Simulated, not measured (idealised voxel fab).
Title: Process Module voxel spacer lines
The cross-section on display is named cut; it measures 210 nm wide, and its cells are 5 nm squares.
Each cross-section below is a grid of square cells, stated as bands in top-down order, with one or more rows of cells making up each band. Band: top and bottom heights (nm) first, top before bottom; then materials from left to right, widths in nm. "throughout" marks a sole material filling the band edge to edge. "blank" denotes empty space. Height reference: 0 = level under which incoming wafer is all one material. Lowest band: no bottom, runs on downward, e.g. "0 -> down". A two-number width, for instance "30->40", indicates that the width is equal to the first number in the top row of the band and to the second number in the bottom row, and that it changes by a constant amount per row of cells. When a step is marked "nothing got changed", none of the cells in the cross-section changed during that step. Closed empty spaces (no open way to the top) of 8 cells or more are what "Closed empty spaces" lists, each as width x height at distance from the left edge, nm for all three. Where a step's line continues beyond its settings, the continuation is a remark by the simulator itself on that step. "overlay nm" on a masked step: distance the mask lay right of its planned place, negative for left.

## Process steps (planned)
step 1: RECEIVE: material Si
step 2: CONFORMAL_DEP: material Al2O3, thk nm 10
step 3: DIRECTIONAL_DEP: material TiN, thk nm 10
step 4: DIRECTIONAL_DEP: material polySi, thk nm 30
step 5: PATTERN: tone cover, mask id MANDREL, material resist, width nm 15, pitch nm 50, thk nm 40, overlay nm 0
step 6: DIRECTIONAL_ETCH: etch materials polySi, depth nm 30
step 7: STRIP: etch materials resist
step 8: CONFORMAL_DEP: material SiO2, thk nm 10
step 9: DIRECTIONAL_ETCH: etch materials SiO2, depth nm 10
step 10: STRIP: etch materials polySi
step 11: DIRECTIONAL_ETCH: etch materials TiN, depth nm 10
step 12: STRIP: etch materials SiO2
The value of width nm given for step 5 in the plan refers to the first wafer; the wafers vary in this setting and are alike at the start.

## Here's the first of the wafers in cross-section, just as we got it, i.e. after step 1
- 0 -> down: Si throughout
- Closed empty spaces: none

## Heads up, this table goes wafer by wafer. A row tells you, at the end of the module, how many cells of each material that wafer has put on (+) or dropped (-) since it was received, and then its closed voids
width nm 15; +84 Al2O3; +24 TiN; Closed empty spaces: none
width nm 20; +84 Al2O3; +24 TiN; Closed empty spaces: none
width nm 25; +84 Al2O3; +24 TiN; Closed empty spaces: none
width nm 30; +84 Al2O3; +24 TiN; Closed empty spaces: none
